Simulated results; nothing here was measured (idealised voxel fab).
The process module that follows is named voxel released beams.
The figure presents cross-section cut, which has a width of 185 nm and is divided into square cells with an edge length of 5 nm.
The cross-sections in this document take the form of a grid made of square cells. They are written out as bands, in order from top to bottom. Each band consists of one or more rows of cells. A band entry consists of two parts. The first gives the height of the band's top and the height of its bottom, in nm. The rest lists the band's materials from left to right, each with its width in nm. A single material labelled with the word "throughout" fills the band from edge to edge, and the word "empty" marks empty space. Counting heights begins at 0, where everything beneath is, in the wafer as received, one material. The lowest band has no bottom; it goes on downwards, as "0 and below" shows. Note: "30 to 40" means the width goes from the first number (top row of the band) to the second number (bottom row) in equal steps per row of cells. Given "remains unaltered" for a step, no cell of the cross-section differs between before and after that step. "Entrapped voids": sealed empty spaces, 8 cells or more, no open way to top, listed width x height at distance, with distance from the left edge and width, height and distance in nm. after a step's settings: what the simulator itself notes on the step. overlay nm: mask offset rightward from planned place, masked step; negative means leftward offset.

## The steps planned for the process are as follows
- 1: RECEIVE (material Si)
- 2: CONFORMAL_DEP (material SiN; thk nm 5)
- 3: DIRECTIONAL_DEP (material SiO2; thk nm 10)
- 4: DIRECTIONAL_DEP (material aC; thk nm 10)
- 5: PATTERN (tone open; mask id ANCHOR; material resist; width nm 30; thk nm 30; overlay nm 0)
- 6: DIRECTIONAL_ETCH (etch materials aC; depth nm 10)
- 7: STRIP (etch materials resist)
- 8: DIRECTIONAL_ETCH (etch materials SiO2; depth nm 10)
- 9: STRIP (etch materials aC)
- 10: CONFORMAL_DEP (material polySi; thk nm 10)
- 11: DIRECTIONAL_DEP (material aC; thk nm 15)
- 12: PATTERN (tone cover; mask id BEAM; material resist; width nm 80; thk nm 35; overlay nm 0)
- 13: DIRECTIONAL_ETCH (etch materials aC; depth nm 15)
- 14: STRIP (etch materials resist)
- 15: DIRECTIONAL_ETCH (etch materials polySi; depth nm 10)
- 16: STRIP (etch materials aC)
- 17: STRIP (etch materials SiO2)

## First of two wafers, with the run carried out as planned

## Incoming wafer in cross-section (state: after step 1)
- 0 and below: Si throughout
- Entrapped voids: none

## The wafer in cross-section once step 2 is complete
- 5 down to 0: SiN throughout
- Everything below 0 is unchanged.

## The wafer in cross-section once step 3 is complete
- 15 down to 5: SiO2 throughout
- Everything below 5 is unchanged.

## The wafer in cross-section once step 4 is complete
- 25 down to 15: aC throughout
- Everything below 15 is unchanged.

## The wafer in cross-section once step 5 is complete
- 55 down to 25: 55 of resist, then 30 of empty, then 100 of resist
- Everything below 25 is unchanged.

## The wafer in cross-section once step 6 is complete
- 45 down to 25: 55 of resist, then 30 of empty, then 100 of resist
- 25 down to 15: 55 of aC, then 30 of empty, then 100 of aC
- Everything below 15 is unchanged.

## The wafer in cross-section once step 7 is complete
- 25 down to 15: 55 of aC, then 30 of empty, then 100 of aC
- Everything below 15 is unchanged.

## The wafer in cross-section once step 8 is complete
- 25 down to 15: 55 of aC, then 30 of empty, then 100 of aC
- 15 down to 5: 55 of SiO2, then 30 of empty, then 100 of SiO2
- Everything below 5 is unchanged.

## The wafer in cross-section once step 9 is complete
- 15 down to 5: 55 of SiO2, then 30 of empty, then 100 of SiO2
- Everything below 5 is unchanged.

## The wafer in cross-section once step 10 is complete
- 25 down to 15: 65 of polySi, then 10 of empty, then 110 of polySi
- 15 down to 5: 55 of SiO2, then 30 of polySi, then 100 of SiO2
- Everything below 5 is unchanged.

## The wafer in cross-section once step 11 is complete
- 40 down to 30: 65 of aC, then 10 of empty, then 110 of aC
- 30 down to 25: aC throughout
- 25 down to 15: 65 of polySi, then 10 of aC, then 110 of polySi
- Everything below 15 is unchanged.

## The wafer in cross-section once step 12 is complete
- 75 down to 40: 50 of empty, then 80 of resist, then 55 of empty
- 40 down to 30: 65 of aC, then 10 of resist, then 110 of aC
- Everything below 30 is unchanged.

## The wafer in cross-section once step 13 is complete
- 60 down to 40: 50 of empty, then 80 of resist, then 55 of empty
- 40 down to 30: 50 of empty, then 15 of aC, then 10 of resist, then 55 of aC, then 55 of empty
- 30 down to 25: 50 of empty, then 80 of aC, then 55 of empty
- Everything below 25 is unchanged.

## The wafer in cross-section once step 14 is complete
- 40 down to 30: 50 of empty, then 15 of aC, then 10 of empty, then 55 of aC, then 55 of empty
- Everything below 30 is unchanged.

## The wafer in cross-section once step 15 is complete
- 40 down to 30: 50 of empty, then 15 of aC, then 10 of empty, then 55 of aC, then 55 of empty
- 30 down to 25: 50 of empty, then 80 of aC, then 55 of empty
- 25 down to 15: 50 of empty, then 15 of polySi, then 10 of aC, then 55 of polySi, then 55 of empty
- Everything below 15 is unchanged.

## The wafer in cross-section once step 16 is complete
- 25 down to 15: 50 of empty, then 15 of polySi, then 10 of empty, then 55 of polySi, then 55 of empty
- Everything below 15 is unchanged.

## The wafer in cross-section once step 17 is complete
- 25 down to 15: 50 of empty, then 15 of polySi, then 10 of empty, then 55 of polySi, then 55 of empty
- 15 down to 5: 55 of empty, then 30 of polySi, then 100 of empty
- Everything below 5 is unchanged.

## second wafer: like start, like plan, one mistake. Through step 4 it matches the first wafer

## Second wafer profile in section, at the moment step 5 of the plan was meant to be complete
- 55 down to 25: 55 of empty, then 30 of resist, then 100 of empty
- Everything below 25 is unchanged.

## Second wafer profile in section, at the moment step 6 of the plan was meant to be complete
- 45 down to 25: 55 of empty, then 30 of resist, then 100 of empty
- 25 down to 15: 55 of empty, then 30 of aC, then 100 of empty
- Everything below 15 is unchanged.

## Second wafer profile in section, at the moment step 7 of the plan was meant to be complete
- 25 down to 15: 55 of empty, then 30 of aC, then 100 of empty
- Everything below 15 is unchanged.

## Second wafer profile in section, at the moment step 8 of the plan was meant to be complete
- 25 down to 15: 55 of empty, then 30 of aC, then 100 of empty
- 15 down to 5: 55 of empty, then 30 of SiO2, then 100 of empty
- Everything below 5 is unchanged.

## Second wafer profile in section, at the moment step 9 of the plan was meant to be complete
- 15 down to 5: 55 of empty, then 30 of SiO2, then 100 of empty
- Everything below 5 is unchanged.

## Second wafer profile in section, at the moment step 10 of the plan was meant to be complete
- 25 down to 15: 45 of empty, then 50 of polySi, then 90 of empty
- 15 down to 5: 55 of polySi, then 30 of SiO2, then 100 of polySi
- Everything below 5 is unchanged.

## Second wafer profile in section, at the moment step 11 of the plan was meant to be complete
- 40 down to 30: 45 of empty, then 50 of aC, then 90 of empty
- 30 down to 25: aC throughout
- 25 down to 15: 45 of aC, then 50 of polySi, then 90 of aC
- Everything below 15 is unchanged.

## Second wafer profile in section, at the moment step 12 of the plan was meant to be complete
- 75 down to 40: 50 of empty, then 80 of resist, then 55 of empty
- 40 down to 30: 45 of empty, then 50 of aC, then 35 of resist, then 55 of empty
- Everything below 30 is unchanged.

## Second wafer profile in section, at the moment step 13 of the plan was meant to be complete
- 60 down to 40: 50 of empty, then 80 of resist, then 55 of empty
- 40 down to 30: 50 of empty, then 45 of aC, then 35 of resist, then 55 of empty
- 30 down to 25: 50 of empty, then 80 of aC, then 55 of empty
- 25 down to 15: 45 of empty, then 50 of polySi, then 35 of aC, then 55 of empty
- Everything below 15 is unchanged.

## Second wafer profile in section, at the moment step 14 of the plan was meant to be complete
- 40 down to 30: 50 of empty, then 45 of aC, then 90 of empty
- Everything below 30 is unchanged.

## Second wafer profile in section, at the moment step 15 of the plan was meant to be complete
- 40 down to 30: 50 of empty, then 45 of aC, then 90 of empty
- 30 down to 25: 50 of empty, then 80 of aC, then 55 of empty
- 25 down to 15: 50 of empty, then 45 of polySi, then 35 of aC, then 55 of empty
- 15 down to 5: 45 of empty, then 10 of polySi, then 30 of SiO2, then 45 of polySi, then 55 of empty
- Everything below 5 is unchanged.

## Second wafer profile in section, at the moment step 16 of the plan was meant to be complete
- 25 down to 15: 50 of empty, then 45 of polySi, then 90 of empty
- Everything below 15 is unchanged.

Second wafer profile in section, at the moment step 17 of the plan was meant to be complete: remains unaltered
It is concluded that the wafer was processed incorrectly with respect to the plan, in that so step 5 ended up running with a different setting than we planned, it ran as PATTERN (tone cover; mask id ANCHOR; material resist; width nm 30; thk nm 30; overlay nm 0)
Counted in cells at the end, the second wafer holds more or fewer of these materials than the first: SiO2: 12 more
